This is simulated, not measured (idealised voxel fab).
The process module presented herein is designated voxel double patterning.
The cross-section shown here is cut; it is 290 nm wide and divided into square cells measuring 5 nm on a side.
Each cross-section below is a grid of square cells, stated as bands in top-down order, with one or more rows of cells making up each band.
Top, bottom (nm), then materials left to right with widths (nm); lone material tagged "full width" fills the whole band edge to edge; "empty" = empty space.
For the purposes of this specification, 0 denotes the height below which the wafer in its as-received condition is composed wholly of one material, and the lowermost band, lacking a lower limit, extends downward without end, as expressed in "from 0 down".
A width given as "30..40" starts at the first number in the band's top row and ends at the second number in its bottom row, shifting by an equal amount at every step from row to row.
Reading "everything unchanged" for a step: not a cell of the cross-section changed in it.
Under "Trapped cavities" you'll find the enclosed gaps, the ones with no way out to the top, that are 8 cells or bigger; each reads width x height at distance, with distance counted from the left edge, everything in nm.
Post-settings text on a step line: simulator's own remark regarding the step.
For masked steps, "overlay nm" on the step line gives how far right of plan the mask actually lay; a minus sign means it lay to the left.
Process steps - plan
1) RECEIVE,material Si
2) CONFORMAL_DEP,material SiO2,thk nm 5
3) DIRECTIONAL_DEP,material TiN,thk nm 20
4) DIRECTIONAL_DEP,material SiCN,thk nm 10
5) DIRECTIONAL_DEP,material aC,thk nm 10
6) PATTERN,tone open,mask id FIRST,material resist,width nm 15,pitch nm 50,thk nm 25,overlay nm 0
7) DIRECTIONAL_ETCH,etch materials aC,depth nm 10
8) STRIP,etch materials resist
9) DIRECTIONAL_ETCH,etch materials SiCN,depth nm 10
10) STRIP,etch materials aC
11) DIRECTIONAL_DEP,material aC,thk nm 15
12) PATTERN,tone open,mask id SECOND,material resist,width nm 15,pitch nm 50,thk nm 35,overlay nm 0
13) DIRECTIONAL_ETCH,etch materials aC,depth nm 15
14) STRIP,etch materials resist
15) DIRECTIONAL_ETCH,etch materials SiCN,depth nm 10
16) STRIP,etch materials aC
17) DIRECTIONAL_ETCH,etch materials TiN,depth nm 20
18) STRIP,etch materials SiCN
The first of a set of two wafers, run to plan
Wafer at receipt (post step 1), cross-section
from 0 down | Si full width
Trapped cavities: none
The wafer in cross-section once step 2 is complete
from 5 to 0 | SiO2 full width
Nothing below the height 0 has changed.
The wafer in cross-section once step 3 is complete
from 25 to 5 | TiN full width
Nothing below the height 5 has changed.
The wafer in cross-section once step 4 is complete
from 35 to 25 | SiCN full width
Nothing below the height 25 has changed.
The wafer in cross-section once step 5 is complete
from 45 to 35 | aC full width
Nothing below the height 35 has changed.
The wafer in cross-section once step 6 is complete
from 70 to 45 | resist (85) | empty (15) | resist (35) | empty (15) | resist (35) | empty (15) | resist (90)
Nothing below the height 45 has changed.
The wafer in cross-section once step 7 is complete
from 60 to 45 | resist (85) | empty (15) | resist (35) | empty (15) | resist (35) | empty (15) | resist (90)
from 45 to 35 | aC (85) | empty (15) | aC (35) | empty (15) | aC (35) | empty (15) | aC (90)
Nothing below the height 35 has changed.
The wafer in cross-section once step 8 is complete
from 45 to 35 | aC (85) | empty (15) | aC (35) | empty (15) | aC (35) | empty (15) | aC (90)
Nothing below the height 35 has changed.
The wafer in cross-section once step 9 is complete
from 45 to 35 | aC (85) | empty (15) | aC (35) | empty (15) | aC (35) | empty (15) | aC (90)
from 35 to 25 | SiCN (85) | empty (15) | SiCN (35) | empty (15) | SiCN (35) | empty (15) | SiCN (90)
Nothing below the height 25 has changed.
The wafer in cross-section once step 10 is complete
from 35 to 25 | SiCN (85) | empty (15) | SiCN (35) | empty (15) | SiCN (35) | empty (15) | SiCN (90)
Nothing below the height 25 has changed.
The wafer in cross-section once step 11 is complete
from 50 to 40 | aC (85) | empty (15) | aC (35) | empty (15) | aC (35) | empty (15) | aC (90)
from 40 to 35 | aC full width
from 35 to 25 | SiCN (85) | aC (15) | SiCN (35) | aC (15) | SiCN (35) | aC (15) | SiCN (90)
Nothing below the height 25 has changed.
The wafer in cross-section once step 12 is complete
from 85 to 50 | resist (110) | empty (15) | resist (35) | empty (15) | resist (115)
from 50 to 40 | aC (85) | resist (15) | aC (35) | resist (15) | aC (35) | resist (15) | aC (90)
Nothing below the height 40 has changed.
The wafer in cross-section once step 13 is complete
from 70 to 50 | resist (110) | empty (15) | resist (35) | empty (15) | resist (115)
from 50 to 40 | aC (85) | resist (15) | aC (10) | empty (15) | aC (10) | resist (15) | aC (10) | empty (15) | aC (10) | resist (15) | aC (90)
from 40 to 35 | aC (110) | empty (15) | aC (35) | empty (15) | aC (115)
Nothing below the height 35 has changed.
The wafer in cross-section once step 14 is complete
from 50 to 40 | aC (85) | empty (15) | aC (10) | empty (15) | aC (10) | empty (15) | aC (10) | empty (15) | aC (10) | empty (15) | aC (90)
Nothing below the height 40 has changed.
The wafer in cross-section once step 15 is complete
from 50 to 40 | aC (85) | empty (15) | aC (10) | empty (15) | aC (10) | empty (15) | aC (10) | empty (15) | aC (10) | empty (15) | aC (90)
from 40 to 35 | aC (110) | empty (15) | aC (35) | empty (15) | aC (115)
from 35 to 25 | SiCN (85) | aC (15) | SiCN (10) | empty (15) | SiCN (10) | aC (15) | SiCN (10) | empty (15) | SiCN (10) | aC (15) | SiCN (90)
Nothing below the height 25 has changed.
The wafer in cross-section once step 16 is complete
from 35 to 25 | SiCN (85) | empty (15) | SiCN (10) | empty (15) | SiCN (10) | empty (15) | SiCN (10) | empty (15) | SiCN (10) | empty (15) | SiCN (90)
Nothing below the height 25 has changed.
The wafer in cross-section once step 17 is complete
from 35 to 25 | SiCN (85) | empty (15) | SiCN (10) | empty (15) | SiCN (10) | empty (15) | SiCN (10) | empty (15) | SiCN (10) | empty (15) | SiCN (90)
from 25 to 5 | TiN (85) | empty (15) | TiN (10) | empty (15) | TiN (10) | empty (15) | TiN (10) | empty (15) | TiN (10) | empty (15) | TiN (90)
Nothing below the height 5 has changed.
The wafer in cross-section once step 18 is complete
from 25 to 5 | TiN (85) | empty (15) | TiN (10) | empty (15) | TiN (10) | empty (15) | TiN (10) | empty (15) | TiN (10) | empty (15) | TiN (90)
Nothing below the height 5 has changed.
Second Wafer (Identical Start and Plan, One Processing Error; Matches First Wafer Through Step 1)
At the planned end of step 2, the second wafer in cross-section: everything unchanged
At the planned end of step 3, the second wafer in cross-section
from 20 to 0 | TiN full width
Nothing below the height 0 has changed.
At the planned end of step 4, the second wafer in cross-section
from 30 to 20 | SiCN full width
Nothing below the height 20 has changed.
At the planned end of step 5, the second wafer in cross-section
from 40 to 30 | aC full width
Nothing below the height 30 has changed.
At the planned end of step 6, the second wafer in cross-section
from 65 to 40 | resist (85) | empty (15) | resist (35) | empty (15) | resist (35) | empty (15) | resist (90)
Nothing below the height 40 has changed.
At the planned end of step 7, the second wafer in cross-section
from 55 to 40 | resist (85) | empty (15) | resist (35) | empty (15) | resist (35) | empty (15) | resist (90)
from 40 to 30 | aC (85) | empty (15) | aC (35) | empty (15) | aC (35) | empty (15) | aC (90)
Nothing below the height 30 has changed.
At the planned end of step 8, the second wafer in cross-section
from 40 to 30 | aC (85) | empty (15) | aC (35) | empty (15) | aC (35) | empty (15) | aC (90)
Nothing below the height 30 has changed.
At the planned end of step 9, the second wafer in cross-section
from 40 to 30 | aC (85) | empty (15) | aC (35) | empty (15) | aC (35) | empty (15) | aC (90)
from 30 to 20 | SiCN (85) | empty (15) | SiCN (35) | empty (15) | SiCN (35) | empty (15) | SiCN (90)
Nothing below the height 20 has changed.
At the planned end of step 10, the second wafer in cross-section
from 30 to 20 | SiCN (85) | empty (15) | SiCN (35) | empty (15) | SiCN (35) | empty (15) | SiCN (90)
Nothing below the height 20 has changed.
At the planned end of step 11, the second wafer in cross-section
from 45 to 35 | aC (85) | empty (15) | aC (35) | empty (15) | aC (35) | empty (15) | aC (90)
from 35 to 30 | aC full width
from 30 to 20 | SiCN (85) | aC (15) | SiCN (35) | aC (15) | SiCN (35) | aC (15) | SiCN (90)
Nothing below the height 20 has changed.
At the planned end of step 12, the second wafer in cross-section
from 80 to 45 | resist (110) | empty (15) | resist (35) | empty (15) | resist (115)
from 45 to 35 | aC (85) | resist (15) | aC (35) | resist (15) | aC (35) | resist (15) | aC (90)
Nothing below the height 35 has changed.
At the planned end of step 13, the second wafer in cross-section
from 65 to 45 | resist (110) | empty (15) | resist (35) | empty (15) | resist (115)
from 45 to 35 | aC (85) | resist (15) | aC (10) | empty (15) | aC (10) | resist (15) | aC (10) | empty (15) | aC (10) | resist (15) | aC (90)
from 35 to 30 | aC (110) | empty (15) | aC (35) | empty (15) | aC (115)
Nothing below the height 30 has changed.
At the planned end of step 14, the second wafer in cross-section
from 45 to 35 | aC (85) | empty (15) | aC (10) | empty (15) | aC (10) | empty (15) | aC (10) | empty (15) | aC (10) | empty (15) | aC (90)
Nothing below the height 35 has changed.
At the planned end of step 15, the second wafer in cross-section
from 45 to 35 | aC (85) | empty (15) | aC (10) | empty (15) | aC (10) | empty (15) | aC (10) | empty (15) | aC (10) | empty (15) | aC (90)
from 35 to 30 | aC (110) | empty (15) | aC (35) | empty (15) | aC (115)
from 30 to 20 | SiCN (85) | aC (15) | SiCN (10) | empty (15) | SiCN (10) | aC (15) | SiCN (10) | empty (15) | SiCN (10) | aC (15) | SiCN (90)
Nothing below the height 20 has changed.
At the planned end of step 16, the second wafer in cross-section
from 30 to 20 | SiCN (85) | empty (15) | SiCN (10) | empty (15) | SiCN (10) | empty (15) | SiCN (10) | empty (15) | SiCN (10) | empty (15) | SiCN (90)
Nothing below the height 20 has changed.
At the planned end of step 17, the second wafer in cross-section
from 30 to 20 | SiCN (85) | empty (15) | SiCN (10) | empty (15) | SiCN (10) | empty (15) | SiCN (10) | empty (15) | SiCN (10) | empty (15) | SiCN (90)
from 20 to 0 | TiN (85) | empty (15) | TiN (10) | empty (15) | TiN (10) | empty (15) | TiN (10) | empty (15) | TiN (10) | empty (15) | TiN (90)
Nothing below the height 0 has changed.
At the planned end of step 18, the second wafer in cross-section
from 20 to 0 | TiN (85) | empty (15) | TiN (10) | empty (15) | TiN (10) | empty (15) | TiN (10) | empty (15) | TiN (10) | empty (15) | TiN (90)
Nothing below the height 0 has changed.
It is concluded that the wafer was processed incorrectly with respect to the plan, in that step 2 from the plan never happened, it was just skipped
Final wafer comparison in cells, second versus first, more or fewer per material: 58 fewer of SiO2
